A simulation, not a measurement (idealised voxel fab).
The process module that follows is named voxel tone inversion.
Xsec cut, 230 nm wide, square cell size 5 nm.
Reading order for cross-sections: top band down to bottom band. Underlying form: a grid of square cells. Band size: one or more rows of cells. Heads up on the band format: heights come first, top then bottom, in nm. After that it's the materials left to right, each with its width in nm. A single material flagged "edge to edge" fills the whole band edge to edge, and "air" means there's empty space there. Below 0: as-received wafer, all one material; heights counted from there. Lowest band: no bottom, goes on down, written "0 and below". With a width like "30..40", each row of cells in the band differs from the next by the same amount, the top row carrying the first number and the bottom row the second. "nothing was modified" -> step changed no cross-section cell. Voids not open to the top, 8 cells minimum: see "Enclosed void listing". Written width x height at distance; distance is from the left edge; nm. On a step's line, text after the settings is the simulator commenting on that step. Regarding "overlay nm": on a step with a mask, it is the distance the mask lay to the right of its planned place; a negative value places it to the left.
Set out below are the planned steps of the process
1: RECEIVE | material Si
2: CONFORMAL_DEP | material SiCN | thk nm 10
3: DIRECTIONAL_DEP | material aC | thk nm 25
4: PATTERN | tone cover | mask id POSTS | material resist | width nm 20 | pitch nm 35 | thk nm 30 | overlay nm 0
5: DIRECTIONAL_ETCH | etch materials aC | depth nm 25
6: STRIP | etch materials resist
7: FILL_DEP | material SiO2 | thk nm 10
8: CMP | height nm 35
9: STRIP | etch materials aC
First of the two wafers, run per plan
Cross-section of the incoming wafer, state after step 1
> 0 and below: Si edge to edge
> Enclosed void listing: none
Cross-section: wafer state after step 2
> 10 down to 0: SiCN edge to edge
> Everything below 0 is unchanged.
Cross-section: wafer state after step 3
> 35 down to 10: aC edge to edge
> Everything below 10 is unchanged.
Cross-section: wafer state after step 4
> 65 down to 35: air: 70; resist: 20; air: 15; resist: 20; air: 15; resist: 20; air: 70
> Everything below 35 is unchanged.
Cross-section: wafer state after step 5
> 40 down to 35: air: 70; resist: 20; air: 15; resist: 20; air: 15; resist: 20; air: 70
> 35 down to 10: air: 70; aC: 20; air: 15; aC: 20; air: 15; aC: 20; air: 70
> Everything below 10 is unchanged.
Cross-section: wafer state after step 6
> 35 down to 10: air: 70; aC: 20; air: 15; aC: 20; air: 15; aC: 20; air: 70
> Everything below 10 is unchanged.
Cross-section: wafer state after step 7
> 45 down to 35: SiO2 edge to edge
> 35 down to 10: SiO2: 70; aC: 20; SiO2: 15; aC: 20; SiO2: 15; aC: 20; SiO2: 70
> Everything below 10 is unchanged.
Cross-section: wafer state after step 8
> 35 down to 10: SiO2: 70; aC: 20; SiO2: 15; aC: 20; SiO2: 15; aC: 20; SiO2: 70
> Everything below 10 is unchanged.
Cross-section: wafer state after step 9
> 35 down to 10: SiO2: 70; air: 20; SiO2: 15; air: 20; SiO2: 15; air: 20; SiO2: 70
> Everything below 10 is unchanged.
The second wafer: identical to the first at the outset and in its planned sequence, differing only in that one mistake was made during processing; up to and including step 5, its path is the first wafer's path
Cross-section: second wafer, time at which step 6 was scheduled to end
> 35 down to 10: air: 70; aC: 20; air: 15; aC: 20; air: 15; aC: 20; air: 70
> Everything below 10 is unchanged.
Cross-section: second wafer, time at which step 7 was scheduled to end
> 45 down to 35: SiO2 edge to edge
> 35 down to 10: SiO2: 70; aC: 20; SiO2: 15; aC: 20; SiO2: 15; aC: 20; SiO2: 70
> Everything below 10 is unchanged.
Cross-section: second wafer, time at which step 8 was scheduled to end
> 35 down to 10: SiO2: 70; aC: 20; SiO2: 15; aC: 20; SiO2: 15; aC: 20; SiO2: 70
> Everything below 10 is unchanged.
Cross-section: second wafer, time at which step 9 was scheduled to end
> 35 down to 10: SiO2: 70; air: 20; SiO2: 15; air: 20; SiO2: 15; air: 20; SiO2: 70
> Everything below 10 is unchanged.
Short version of what went wrong: plan step 6 was conducted twice
Result: same final cross-section on the two wafers, so no effect from the mistake in this model.
